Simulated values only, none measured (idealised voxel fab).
Process module in this document: voxel spacer lines
This is section cut - it's 260 nm across, gridded in 5 nm square cells.
Square cells in a grid make up a cross-section in this document, and the grid is given as bands, listed from the top down, each one or more rows of cells.
Within each band entry, the heights of the top and of the bottom of the band appear first, in that order and in nm; the materials of the band then follow from left to right, each with its corresponding width in nm. The designation "edge to edge" on a single material indicates that it fills the band from edge to edge; the designation "empty" indicates empty space.
Beneath 0, the wafer as received is one material, and that level is where height counting begins. The lowest band goes on downward without a bottom; it is written like "0 down".
The expression "30->40" gives the width at the extremes of the band, the first number at its top row of cells and the second at its bottom row, with the width changing by equal amounts from each row to the next in between.
Step marked "nothing changed"? Then no cell in the cross-section changed in it.
Entry "Cavities, sealed" = empty spaces >= 8 cells with no open way to the top; each as width x height at distance, distance from left edge, all nm.
Whatever follows a step's settings on its line is a remark the simulator itself makes about that step.
Regarding "overlay nm": on a step with a mask, it is the distance the mask lay to the right of its planned place; a negative value places it to the left.

Here's what the planned process steps look like:
step 1: RECEIVE,material Si
step 2: CONFORMAL_DEP,material Al2O3,thk nm 10
step 3: DIRECTIONAL_DEP,material polySi,thk nm 10
step 4: DIRECTIONAL_DEP,material aC,thk nm 25
step 5: PATTERN,tone cover,mask id MANDREL,material resist,width nm 15,pitch nm 80,thk nm 35,overlay nm 0
step 6: DIRECTIONAL_ETCH,etch materials aC,depth nm 25
step 7: STRIP,etch materials resist
step 8: CONFORMAL_DEP,material SiN,thk nm 15
step 9: DIRECTIONAL_ETCH,etch materials SiN,depth nm 15
step 10: STRIP,etch materials aC
step 11: DIRECTIONAL_ETCH,etch materials polySi,depth nm 10
step 12: STRIP,etch materials SiN
Don't read the plan's width nm for step 5 as applying to every wafer: that's the first wafer's value, and the wafers differ in it, though they all start identical.

As-received cross-section, first of several wafers, post step 1:
0 down | Si edge to edge
Cavities, sealed: none

Here is how to read the rows: every wafer has a row, and it shows the wafer at the end of the module, giving for each material how many cells were gained (+) or lost (-) since the wafer was received, then listing its closed voids:
width nm 15; +104 Al2O3; +24 polySi; Cavities, sealed: none
width nm 20; +104 Al2O3; +24 polySi; Cavities, sealed: none
width nm 25; +104 Al2O3; +24 polySi; Cavities, sealed: none
width nm 30; +104 Al2O3; +24 polySi; Cavities, sealed: none
width nm 35; +104 Al2O3; +24 polySi; Cavities, sealed: none
width nm 40; +104 Al2O3; +24 polySi; Cavities, sealed: none
